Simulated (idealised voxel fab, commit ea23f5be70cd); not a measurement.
Process module under the name voxel self aligned vias
Pictured: cross-section cut, 190 nm wide, on a grid of 5 nm square cells.
This document writes a cross-section as a grid whose cells are square, and gives it as bands, listed from the top down; one or more rows of cells form a band. Band entry format. Leading values: height of top, height of bottom, nm. Remainder: materials in left-to-right order, each with its width in nm. Special words: "edge to edge" on a single material, which then fills the band edge to edge; "blank", empty space. Heads up on the height convention: 0 is the point under which the incoming wafer is all one material, and the lowest band has no bottom, it just keeps going down, like "0..down". A two-number width, for instance "30->40", indicates that the width is equal to the first number in the top row of the band and to the second number in the bottom row, and that it changes by a constant amount per row of cells. The designation "nothing different", where it is given for a processing step, indicates that no cell of the cross-section was altered in the course of that step. Any empty space of 8 cells or more lacking an open way to the top shows up in "Enclosed void entries" as width x height at distance, distance from the left edge, in nm. That trailing text on a step's line, after the settings, is the simulator's own remark on the step. overlay nm: on a step with a mask, how far right of its planned place the mask lay; negative means left.

# This section lists the process steps that were planned
step 1: RECEIVE, material Si
step 2: CONFORMAL_DEP, material SiO2, thk nm 15
step 3: CONFORMAL_DEP, material SiCN, thk nm 5
step 4: DIRECTIONAL_DEP, material SiO2, thk nm 30
step 5: PATTERN, tone open, mask id LINES, material resist, width nm 20, pitch nm 60, thk nm 20, overlay nm 0
step 6: DIRECTIONAL_ETCH, etch materials SiO2, depth nm 30
step 7: STRIP, etch materials resist
step 8: CONFORMAL_DEP, material TiN, thk nm 5
step 9: FILL_DEP, material Ru, thk nm 10
step 10: CMP, height nm 50
step 11: SELECTIVE_ETCH, etch materials W Ru TiN, depth nm 5
step 12: FILL_DEP, material SiN, thk nm 10
step 13: CMP, height nm 50
step 14: DIRECTIONAL_DEP, material SiO2, thk nm 15
step 15: PATTERN, tone open, mask id VIAS, material resist, width nm 40, thk nm 15, overlay nm 0
step 16: DIRECTIONAL_ETCH, etch materials SiO2, depth nm 15
step 17: DIRECTIONAL_ETCH, etch materials SiN, depth nm 5
step 18: STRIP, etch materials resist
step 19: CONFORMAL_DEP, material TiN, thk nm 5
step 20: FILL_DEP, material Ru, thk nm 5
step 21: CMP, height nm 65
step 22: CONFORMAL_DEP, material SiN, thk nm 5

# Cross-section of the wafer as it came to us, i.e., already through step 1
	0..down | Si edge to edge
	Enclosed void entries: none

# One mistake in running the module, otherwise start and plan as above: cross-section at the end
	70..65 | SiN edge to edge
	65..55 | SiO2: 45, then SiCN: 5, then Ru: 30, then SiCN: 5, then SiO2: 105
	55..50 | SiO2: 45, then SiCN: 15, then Ru: 10, then SiCN: 15, then SiO2: 105
	50..45 | SiO2: 55, then SiCN: 20, then SiO2: 40, then SiN: 20, then SiO2: 55
	45..25 | SiO2: 55, then TiN: 5, then Ru: 10, then TiN: 5, then SiO2: 40, then TiN: 5, then Ru: 10, then TiN: 5, then SiO2: 55
	25..20 | SiO2: 55, then TiN: 20, then SiO2: 40, then TiN: 20, then SiO2: 55
	20..15 | SiCN edge to edge
	15..0 | SiO2 edge to edge
	0..down | Si edge to edge
	Enclosed void entries: none
Short version of what went wrong: step 19, actual vs plan mismatch, actual run CONFORMAL_DEP, material SiCN, thk nm 5
